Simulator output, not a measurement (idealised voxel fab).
This section sets out a process module, namely voxel gate over fins.
cross-section cut | 185 nm wide | cells 5 nm
Cross-section spec: square-cell grid; bands listed top down; each band is one or more rows.
Read a band's entry like this: the first values are the height of its top and the height of its bottom in nm, and what follows is the sequence of materials from left to right, each with its width in nm. Note that "empty" is empty space, and that a single material marked "all across" reaches across the band from edge to edge.
Basically, 0 is our baseline, since under it the wafer straight out of the box is all one material. The bottom band has no lower end and keeps on going down, so it looks like "0..down".
The two numbers in a width such as "30 to 40" mark its ends across the band: the first belongs to the top row of cells, the second to the bottom row, and from each row to the next the width moves by the same amount.
No cell of the cross-section changed in a step that is given as "nothing changed".
"Voids, fully enclosed": sealed empty spaces, 8 cells or more, no open way to top, listed width x height at distance, with distance from the left edge and width, height and distance in nm.
The remark found on a step's line after its settings is issued by the simulator itself and pertains to that step.
If you see "overlay nm" on a step's line and that step has a mask, it's telling you how far right of where it was planned the mask ended up; a negative number means it went left instead.
Reading guide: pairs of cross-sections, before and after one process step; after view cut off at lowest changed band; step and settings listed under each pair. Pairs may stem from different runs of this module on the same starting wafer; continuity with the pair above only where the "Incoming profile" entry states it.

[Incoming profile]
    15..10 | SiO2 all across
    10..0 | SiO2 40 nm / SiN 25 nm / SiO2 15 nm / SiN 25 nm / SiO2 15 nm / SiN 25 nm / SiO2 40 nm
    0..-35 | SiO2 40 nm / Si 25 nm / SiO2 15 nm / Si 25 nm / SiO2 15 nm / Si 25 nm / SiO2 40 nm
    -35..down | Si all across
    Voids, fully enclosed: none

[Sectional Result]
    10..0 | SiO2 40 nm / SiN 25 nm / SiO2 15 nm / SiN 25 nm / SiO2 15 nm / SiN 25 nm / SiO2 40 nm
    Below a height of 0, the structure has not been altered.
    Voids, fully enclosed: none
What sits between those two cross-sections? CMP,height nm 10

Incoming profile: the cross-section after the pair above

[Sectional Result]
    10..0 | empty 40 nm / SiN 25 nm / empty 15 nm / SiN 25 nm / empty 15 nm / SiN 25 nm / empty 40 nm
    0..-15 | empty 40 nm / Si 25 nm / empty 15 nm / Si 25 nm / empty 15 nm / Si 25 nm / empty 40 nm
    Below a height of -15, the structure has not been altered.
    Voids, fully enclosed: none
What sits between those two cross-sections? SELECTIVE_ETCH,etch materials SiO2,depth nm 25

Incoming profile: the cross-section after the pair above

[Sectional Result]
    0..-15 | empty 40 nm / Si 25 nm / empty 15 nm / Si 25 nm / empty 15 nm / Si 25 nm / empty 40 nm
    Below a height of -15, the structure has not been altered.
    Voids, fully enclosed: none
What sits between those two cross-sections? STRIP,etch materials SiN

Incoming profile: the cross-section after the pair above

[Sectional Result]
    5..0 | empty 35 nm / HfO2 35 nm / empty 5 nm / HfO2 35 nm / empty 5 nm / HfO2 35 nm / empty 35 nm
    0..-10 | empty 35 nm / HfO2 5 nm / Si 25 nm / HfO2 5 nm / empty 5 nm / HfO2 5 nm / Si 25 nm / HfO2 5 nm / empty 5 nm / HfO2 5 nm / Si 25 nm / HfO2 5 nm / empty 35 nm
    -10..-15 | HfO2 40 nm / Si 25 nm / HfO2 15 nm / Si 25 nm / HfO2 15 nm / Si 25 nm / HfO2 40 nm
    Below a height of -15, the structure has not been altered.
    Voids, fully enclosed: none
What sits between those two cross-sections? CONFORMAL_DEP,material HfO2,thk nm 5

Incoming profile: the cross-section after the pair above

[Sectional Result]
    10..5 | empty 30 nm / TiN 125 nm / empty 30 nm
    5..0 | empty 30 nm / TiN 5 nm / HfO2 35 nm / TiN 5 nm / HfO2 35 nm / TiN 5 nm / HfO2 35 nm / TiN 5 nm / empty 30 nm
    0..-5 | empty 30 nm / TiN 5 nm / HfO2 5 nm / Si 25 nm / HfO2 5 nm / TiN 5 nm / HfO2 5 nm / Si 25 nm / HfO2 5 nm / TiN 5 nm / HfO2 5 nm / Si 25 nm / HfO2 5 nm / TiN 5 nm / empty 30 nm
    -5..-10 | TiN 35 nm / HfO2 5 nm / Si 25 nm / HfO2 5 nm / TiN 5 nm / HfO2 5 nm / Si 25 nm / HfO2 5 nm / TiN 5 nm / HfO2 5 nm / Si 25 nm / HfO2 5 nm / TiN 35 nm
    Below a height of -10, the structure has not been altered.
    Voids, fully enclosed: none
What sits between those two cross-sections? CONFORMAL_DEP,material TiN,thk nm 5

Incoming profile: the cross-section after the pair above

[Sectional Result]
    15..10 | empty 25 nm / TiAl 135 nm / empty 25 nm
    10..5 | empty 25 nm / TiAl 5 nm / TiN 125 nm / TiAl 5 nm / empty 25 nm
    5..0 | empty 25 nm / TiAl 5 nm / TiN 5 nm / HfO2 35 nm / TiN 5 nm / HfO2 35 nm / TiN 5 nm / HfO2 35 nm / TiN 5 nm / TiAl 5 nm / empty 25 nm
    0..-5 | TiAl 30 nm / TiN 5 nm / HfO2 5 nm / Si 25 nm / HfO2 5 nm / TiN 5 nm / HfO2 5 nm / Si 25 nm / HfO2 5 nm / TiN 5 nm / HfO2 5 nm / Si 25 nm / HfO2 5 nm / TiN 5 nm / TiAl 30 nm
    Below a height of -5, the structure has not been altered.
    Voids, fully enclosed: none
What sits between those two cross-sections? CONFORMAL_DEP,material TiAl,thk nm 5

Incoming profile: the cross-section after the pair above

[Sectional Result]
    20..15 | empty 20 nm / TiN 145 nm / empty 20 nm
    15..10 | empty 20 nm / TiN 5 nm / TiAl 135 nm / TiN 5 nm / empty 20 nm
    10..5 | empty 20 nm / TiN 5 nm / TiAl 5 nm / TiN 125 nm / TiAl 5 nm / TiN 5 nm / empty 20 nm
    5..0 | TiN 25 nm / TiAl 5 nm / TiN 5 nm / HfO2 35 nm / TiN 5 nm / HfO2 35 nm / TiN 5 nm / HfO2 35 nm / TiN 5 nm / TiAl 5 nm / TiN 25 nm
    Below a height of 0, the structure has not been altered.
    Voids, fully enclosed: none
What sits between those two cross-sections? CONFORMAL_DEP,material TiN,thk nm 5

Incoming profile: the cross-section after the pair above

[Sectional Result]
    35..20 | W all across
    20..15 | W 20 nm / TiN 145 nm / W 20 nm
    15..10 | W 20 nm / TiN 5 nm / TiAl 135 nm / TiN 5 nm / W 20 nm
    10..5 | W 20 nm / TiN 5 nm / TiAl 5 nm / TiN 125 nm / TiAl 5 nm / TiN 5 nm / W 20 nm
    Below a height of 5, the structure has not been altered.
    Voids, fully enclosed: none
What sits between those two cross-sections? FILL_DEP,material W,thk nm 15

Incoming profile: the cross-section after the pair above

[Sectional Result]
    30..20 | W all across
    Below a height of 20, the structure has not been altered.
    Voids, fully enclosed: none
What sits between those two cross-sections? CMP,height nm 30

Incoming profile: the cross-section after the pair above

[Sectional Result]
    35..30 | SiCN all across
    Below a height of 30, the structure has not been altered.
    Voids, fully enclosed: none
What sits between those two cross-sections? CONFORMAL_DEP,material SiCN,thk nm 5

[Incoming profile]
    10..0 | SiN all across
    0..down | Si all across
    Voids, fully enclosed: none

[Sectional Result]
    30..10 | empty 35 nm / resist 15 nm / empty 25 nm / resist 15 nm / empty 25 nm / resist 15 nm / empty 55 nm
    Below a height of 10, the structure has not been altered.
    Voids, fully enclosed: none
What sits between those two cross-sections? PATTERN,tone cover,mask id FINS,material resist,width nm 15,pitch nm 40,thk nm 20,overlay nm -10

Incoming profile: the cross-section after the pair above

[Sectional Result]
    30..10 | empty 35 nm / resist 15 nm / empty 25 nm / resist 15 nm / empty 25 nm / resist 15 nm / empty 55 nm
    10..0 | empty 35 nm / SiN 15 nm / empty 25 nm / SiN 15 nm / empty 25 nm / SiN 15 nm / empty 55 nm
    Below a height of 0, the structure has not been altered.
    Voids, fully enclosed: none
What sits between those two cross-sections? DIRECTIONAL_ETCH,etch materials SiN,depth nm 10

Incoming profile: the cross-section after the pair above

[Sectional Result]
    30..10 | empty 35 nm / resist 15 nm / empty 25 nm / resist 15 nm / empty 25 nm / resist 15 nm / empty 55 nm
    10..0 | empty 35 nm / SiN 15 nm / empty 25 nm / SiN 15 nm / empty 25 nm / SiN 15 nm / empty 55 nm
    0..-35 | empty 35 nm / Si 15 nm / empty 25 nm / Si 15 nm / empty 25 nm / Si 15 nm / empty 55 nm
    Below a height of -35, the structure has not been altered.
    Voids, fully enclosed: none
What sits between those two cross-sections? DIRECTIONAL_ETCH,etch materials Si,depth nm 35

Incoming profile: the cross-section after the pair above

[Sectional Result]
    10..0 | empty 35 nm / SiN 15 nm / empty 25 nm / SiN 15 nm / empty 25 nm / SiN 15 nm / empty 55 nm
    Below a height of 0, the structure has not been altered.
    Voids, fully enclosed: none
What sits between those two cross-sections? STRIP,etch materials resist

Incoming profile: the cross-section after the pair above

[Sectional Result]
    15..10 | SiO2 all across
    10..0 | SiO2 35 nm / SiN 15 nm / SiO2 25 nm / SiN 15 nm / SiO2 25 nm / SiN 15 nm / SiO2 55 nm
    0..-35 | SiO2 35 nm / Si 15 nm / SiO2 25 nm / Si 15 nm / SiO2 25 nm / Si 15 nm / SiO2 55 nm
    Below a height of -35, the structure has not been altered.
    Voids, fully enclosed: none
What sits between those two cross-sections? FILL_DEP,material SiO2,thk nm 5

Incoming profile: the cross-section after the pair above

[Sectional Result]
    10..0 | SiO2 35 nm / SiN 15 nm / SiO2 25 nm / SiN 15 nm / SiO2 25 nm / SiN 15 nm / SiO2 55 nm
    Below a height of 0, the structure has not been altered.
    Voids, fully enclosed: none
What sits between those two cross-sections? CMP,height nm 10

Incoming profile: the cross-section after the pair above

[Sectional Result]
    10..0 | empty 35 nm / SiN 15 nm / empty 25 nm / SiN 15 nm / empty 25 nm / SiN 15 nm / empty 55 nm
    0..-15 | empty 35 nm / Si 15 nm / empty 25 nm / Si 15 nm / empty 25 nm / Si 15 nm / empty 55 nm
    Below a height of -15, the structure has not been altered.
    Voids, fully enclosed: none
What sits between those two cross-sections? SELECTIVE_ETCH,etch materials SiO2,depth nm 25

Incoming profile: the cross-section after the pair above

[Sectional Result]
    0..-15 | empty 35 nm / Si 15 nm / empty 25 nm / Si 15 nm / empty 25 nm / Si 15 nm / empty 55 nm
    Below a height of -15, the structure has not been altered.
    Voids, fully enclosed: none
What sits between those two cross-sections? STRIP,etch materials SiN

Incoming profile: the cross-section after the pair above

[Sectional Result]
    5..0 | empty 30 nm / HfO2 25 nm / empty 15 nm / HfO2 25 nm / empty 15 nm / HfO2 25 nm / empty 50 nm
    0..-10 | empty 30 nm / HfO2 5 nm / Si 15 nm / HfO2 5 nm / empty 15 nm / HfO2 5 nm / Si 15 nm / HfO2 5 nm / empty 15 nm / HfO2 5 nm / Si 15 nm / HfO2 5 nm / empty 50 nm
    -10..-15 | HfO2 35 nm / Si 15 nm / HfO2 25 nm / Si 15 nm / HfO2 25 nm / Si 15 nm / HfO2 55 nm
    Below a height of -15, the structure has not been altered.
    Voids, fully enclosed: none
What sits between those two cross-sections? CONFORMAL_DEP,material HfO2,thk nm 5

Incoming profile: the cross-section after the pair above

[Sectional Result]
    10..5 | empty 25 nm / TiN 35 nm / empty 5 nm / TiN 35 nm / empty 5 nm / TiN 35 nm / empty 45 nm
    5..0 | empty 25 nm / TiN 5 nm / HfO2 25 nm / TiN 5 nm / empty 5 nm / TiN 5 nm / HfO2 25 nm / TiN 5 nm / empty 5 nm / TiN 5 nm / HfO2 25 nm / TiN 5 nm / empty 45 nm
    0..-5 | empty 25 nm / TiN 5 nm / HfO2 5 nm / Si 15 nm / HfO2 5 nm / TiN 5 nm / empty 5 nm / TiN 5 nm / HfO2 5 nm / Si 15 nm / HfO2 5 nm / TiN 5 nm / empty 5 nm / TiN 5 nm / HfO2 5 nm / Si 15 nm / HfO2 5 nm / TiN 5 nm / empty 45 nm
    -5..-10 | TiN 30 nm / HfO2 5 nm / Si 15 nm / HfO2 5 nm / TiN 15 nm / HfO2 5 nm / Si 15 nm / HfO2 5 nm / TiN 15 nm / HfO2 5 nm / Si 15 nm / HfO2 5 nm / TiN 50 nm
    Below a height of -10, the structure has not been altered.
    Voids, fully enclosed: none
What sits between those two cross-sections? CONFORMAL_DEP,material TiN,thk nm 5

Incoming profile: the cross-section after the pair above

[Sectional Result]
    15..10 | empty 20 nm / TiAl 125 nm / empty 40 nm
    10..5 | empty 20 nm / TiAl 5 nm / TiN 35 nm / TiAl 5 nm / TiN 35 nm / TiAl 5 nm / TiN 35 nm / TiAl 5 nm / empty 40 nm
    5..0 | empty 20 nm / TiAl 5 nm / TiN 5 nm / HfO2 25 nm / TiN 5 nm / TiAl 5 nm / TiN 5 nm / HfO2 25 nm / TiN 5 nm / TiAl 5 nm / TiN 5 nm / HfO2 25 nm / TiN 5 nm / TiAl 5 nm / empty 40 nm
    0..-5 | TiAl 25 nm / TiN 5 nm / HfO2 5 nm / Si 15 nm / HfO2 5 nm / TiN 5 nm / TiAl 5 nm / TiN 5 nm / HfO2 5 nm / Si 15 nm / HfO2 5 nm / TiN 5 nm / TiAl 5 nm / TiN 5 nm / HfO2 5 nm / Si 15 nm / HfO2 5 nm / TiN 5 nm / TiAl 45 nm
    Below a height of -5, the structure has not been altered.
    Voids, fully enclosed: none
What sits between those two cross-sections? CONFORMAL_DEP,material TiAl,thk nm 5

Incoming profile: the cross-section after the pair above

[Sectional Result]
    20..15 | empty 15 nm / TiN 135 nm / empty 35 nm
    15..10 | empty 15 nm / TiN 5 nm / TiAl 125 nm / TiN 5 nm / empty 35 nm
    10..5 | empty 15 nm / TiN 5 nm / TiAl 5 nm / TiN 35 nm / TiAl 5 nm / TiN 35 nm / TiAl 5 nm / TiN 35 nm / TiAl 5 nm / TiN 5 nm / empty 35 nm
    5..0 | TiN 20 nm / TiAl 5 nm / TiN 5 nm / HfO2 25 nm / TiN 5 nm / TiAl 5 nm / TiN 5 nm / HfO2 25 nm / TiN 5 nm / TiAl 5 nm / TiN 5 nm / HfO2 25 nm / TiN 5 nm / TiAl 5 nm / TiN 40 nm
    Below a height of 0, the structure has not been altered.
    Voids, fully enclosed: none
What sits between those two cross-sections? CONFORMAL_DEP,material TiN,thk nm 5

Incoming profile: the cross-section after the pair above

[Sectional Result]
    35..20 | W all across
    20..15 | W 15 nm / TiN 135 nm / W 35 nm
    15..10 | W 15 nm / TiN 5 nm / TiAl 125 nm / TiN 5 nm / W 35 nm
    10..5 | W 15 nm / TiN 5 nm / TiAl 5 nm / TiN 35 nm / TiAl 5 nm / TiN 35 nm / TiAl 5 nm / TiN 35 nm / TiAl 5 nm / TiN 5 nm / W 35 nm
    Below a height of 5, the structure has not been altered.
    Voids, fully enclosed: none
What sits between those two cross-sections? FILL_DEP,material W,thk nm 15

Incoming profile: the cross-section after the pair above

[Sectional Result]
    30..20 | W all across
    Below a height of 20, the structure has not been altered.
    Voids, fully enclosed: none
What sits between those two cross-sections? CMP,height nm 30

Incoming profile: the cross-section after the pair above

[Sectional Result]
    35..30 | SiCN all across
    Below a height of 30, the structure has not been altered.
    Voids, fully enclosed: none
What sits between those two cross-sections? CONFORMAL_DEP,material SiCN,thk nm 5

[Incoming profile]
    30..20 | W all across
    20..15 | W 25 nm / TiN 135 nm / W 25 nm
    15..10 | W 25 nm / TiN 5 nm / TiAl 125 nm / TiN 5 nm / W 25 nm
    10..5 | W 25 nm / TiN 5 nm / TiAl 5 nm / TiN 35 nm / TiAl 5 nm / TiN 35 nm / TiAl 5 nm / TiN 35 nm / TiAl 5 nm / TiN 5 nm / W 25 nm
    5..0 | TiN 30 nm / TiAl 5 nm / TiN 5 nm / HfO2 25 nm / TiN 5 nm / TiAl 5 nm / TiN 5 nm / HfO2 25 nm / TiN 5 nm / TiAl 5 nm / TiN 5 nm / HfO2 25 nm / TiN 5 nm / TiAl 5 nm / TiN 30 nm
    0..-5 | TiAl 35 nm / TiN 5 nm / HfO2 5 nm / Si 15 nm / HfO2 5 nm / TiN 5 nm / TiAl 5 nm / TiN 5 nm / HfO2 5 nm / Si 15 nm / HfO2 5 nm / TiN 5 nm / TiAl 5 nm / TiN 5 nm / HfO2 5 nm / Si 15 nm / HfO2 5 nm / TiN 5 nm / TiAl 35 nm
    -5..-10 | TiN 40 nm / HfO2 5 nm / Si 15 nm / HfO2 5 nm / TiN 15 nm / HfO2 5 nm / Si 15 nm / HfO2 5 nm / TiN 15 nm / HfO2 5 nm / Si 15 nm / HfO2 5 nm / TiN 40 nm
    -10..-15 | HfO2 45 nm / Si 15 nm / HfO2 25 nm / Si 15 nm / HfO2 25 nm / Si 15 nm / HfO2 45 nm
    -15..-35 | SiO2 45 nm / Si 15 nm / SiO2 25 nm / Si 15 nm / SiO2 25 nm / Si 15 nm / SiO2 45 nm
    -35..down | Si all across
    Voids, fully enclosed: none

[Sectional Result]
    35..20 | W all across
    Below a height of 20, the structure has not been altered.
    Voids, fully enclosed: none
What sits between those two cross-sections? CONFORMAL_DEP,material W,thk nm 5

[Incoming profile]
    10..0 | SiN all across
    0..down | Si all across
    Voids, fully enclosed: none

[Sectional Result]
    30..10 | resist 45 nm / empty 15 nm / resist 25 nm / empty 15 nm / resist 25 nm / empty 15 nm / resist 45 nm
    Below a height of 10, the structure has not been altered.
    Voids, fully enclosed: none
What sits between those two cross-sections? PATTERN,tone open,mask id FINS,material resist,width nm 15,pitch nm 40,thk nm 20,overlay nm 0

Incoming profile: the cross-section after the pair above

[Sectional Result]
    30..10 | resist 45 nm / empty 15 nm / resist 25 nm / empty 15 nm / resist 25 nm / empty 15 nm / resist 45 nm
    10..0 | SiN 45 nm / empty 15 nm / SiN 25 nm / empty 15 nm / SiN 25 nm / empty 15 nm / SiN 45 nm
    Below a height of 0, the structure has not been altered.
    Voids, fully enclosed: none
What sits between those two cross-sections? DIRECTIONAL_ETCH,etch materials SiN,depth nm 10

Incoming profile: the cross-section after the pair above

[Sectional Result]
    30..10 | resist 45 nm / empty 15 nm / resist 25 nm / empty 15 nm / resist 25 nm / empty 15 nm / resist 45 nm
    10..0 | SiN 45 nm / empty 15 nm / SiN 25 nm / empty 15 nm / SiN 25 nm / empty 15 nm / SiN 45 nm
    0..-35 | Si 45 nm / empty 15 nm / Si 25 nm / empty 15 nm / Si 25 nm / empty 15 nm / Si 45 nm
    Below a height of -35, the structure has not been altered.
    Voids, fully enclosed: none
What sits between those two cross-sections? DIRECTIONAL_ETCH,etch materials Si,depth nm 35

Incoming profile: the cross-section after the pair above

[Sectional Result]
    10..0 | SiN 45 nm / empty 15 nm / SiN 25 nm / empty 15 nm / SiN 25 nm / empty 15 nm / SiN 45 nm
    Below a height of 0, the structure has not been altered.
    Voids, fully enclosed: none
What sits between those two cross-sections? STRIP,etch materials resist

Incoming profile: the cross-section after the pair above

[Sectional Result]
    15..10 | SiO2 all across
    10..0 | SiN 45 nm / SiO2 15 nm / SiN 25 nm / SiO2 15 nm / SiN 25 nm / SiO2 15 nm / SiN 45 nm
    0..-35 | Si 45 nm / SiO2 15 nm / Si 25 nm / SiO2 15 nm / Si 25 nm / SiO2 15 nm / Si 45 nm
    Below a height of -35, the structure has not been altered.
    Voids, fully enclosed: none
What sits between those two cross-sections? FILL_DEP,material SiO2,thk nm 5

Incoming profile: the cross-section after the pair above

[Sectional Result]
    10..0 | SiN 45 nm / SiO2 15 nm / SiN 25 nm / SiO2 15 nm / SiN 25 nm / SiO2 15 nm / SiN 45 nm
    Below a height of 0, the structure has not been altered.
    Voids, fully enclosed: none
What sits between those two cross-sections? CMP,height nm 10

Incoming profile: the cross-section after the pair above

[Sectional Result]
    10..0 | SiN 45 nm / empty 15 nm / SiN 25 nm / empty 15 nm / SiN 25 nm / empty 15 nm / SiN 45 nm
    0..-15 | Si 45 nm / empty 15 nm / Si 25 nm / empty 15 nm / Si 25 nm / empty 15 nm / Si 45 nm
    Below a height of -15, the structure has not been altered.
    Voids, fully enclosed: none
What sits between those two cross-sections? SELECTIVE_ETCH,etch materials SiO2,depth nm 25

Incoming profile: the cross-section after the pair above

[Sectional Result]
    0..-15 | Si 45 nm / empty 15 nm / Si 25 nm / empty 15 nm / Si 25 nm / empty 15 nm / Si 45 nm
    Below a height of -15, the structure has not been altered.
    Voids, fully enclosed: none
What sits between those two cross-sections? STRIP,etch materials SiN

Incoming profile: the cross-section after the pair above

[Sectional Result]
    5..0 | HfO2 50 nm / empty 5 nm / HfO2 35 nm / empty 5 nm / HfO2 35 nm / empty 5 nm / HfO2 50 nm
    0..-10 | Si 45 nm / HfO2 5 nm / empty 5 nm / HfO2 5 nm / Si 25 nm / HfO2 5 nm / empty 5 nm / HfO2 5 nm / Si 25 nm / HfO2 5 nm / empty 5 nm / HfO2 5 nm / Si 45 nm
    -10..-15 | Si 45 nm / HfO2 15 nm / Si 25 nm / HfO2 15 nm / Si 25 nm / HfO2 15 nm / Si 45 nm
    Below a height of -15, the structure has not been altered.
    Voids, fully enclosed: none
What sits between those two cross-sections? CONFORMAL_DEP,material HfO2,thk nm 5

Incoming profile: the cross-section after the pair above

[Sectional Result]
    10..5 | TiN all across
    5..0 | HfO2 50 nm / TiN 5 nm / HfO2 35 nm / TiN 5 nm / HfO2 35 nm / TiN 5 nm / HfO2 50 nm
    0..-10 | Si 45 nm / HfO2 5 nm / TiN 5 nm / HfO2 5 nm / Si 25 nm / HfO2 5 nm / TiN 5 nm / HfO2 5 nm / Si 25 nm / HfO2 5 nm / TiN 5 nm / HfO2 5 nm / Si 45 nm
    Below a height of -10, the structure has not been altered.
    Voids, fully enclosed: none
What sits between those two cross-sections? CONFORMAL_DEP,material TiN,thk nm 5

Incoming profile: the cross-section after the pair above

[Sectional Result]
    15..10 | TiAl all across
    Below a height of 10, the structure has not been altered.
    Voids, fully enclosed: none
What sits between those two cross-sections? CONFORMAL_DEP,material TiAl,thk nm 5

Incoming profile: the cross-section after the pair above

[Sectional Result]
    20..15 | TiN all across
    Below a height of 15, the structure has not been altered.
    Voids, fully enclosed: none
What sits between those two cross-sections? CONFORMAL_DEP,material TiN,thk nm 5

Incoming profile: the cross-section after the pair above

[Sectional Result]
    35..20 | W all across
    Below a height of 20, the structure has not been altered.
    Voids, fully enclosed: none
What sits between those two cross-sections? FILL_DEP,material W,thk nm 15

Incoming profile: the cross-section after the pair above

[Sectional Result]
    30..20 | W all across
    Below a height of 20, the structure has not been altered.
    Voids, fully enclosed: none
What sits between those two cross-sections? CMP,height nm 30

Incoming profile: the cross-section after the pair above

[Sectional Result]
    35..30 | SiCN all across
    Below a height of 30, the structure has not been altered.
    Voids, fully enclosed: none
What sits between those two cross-sections? CONFORMAL_DEP,material SiCN,thk nm 5
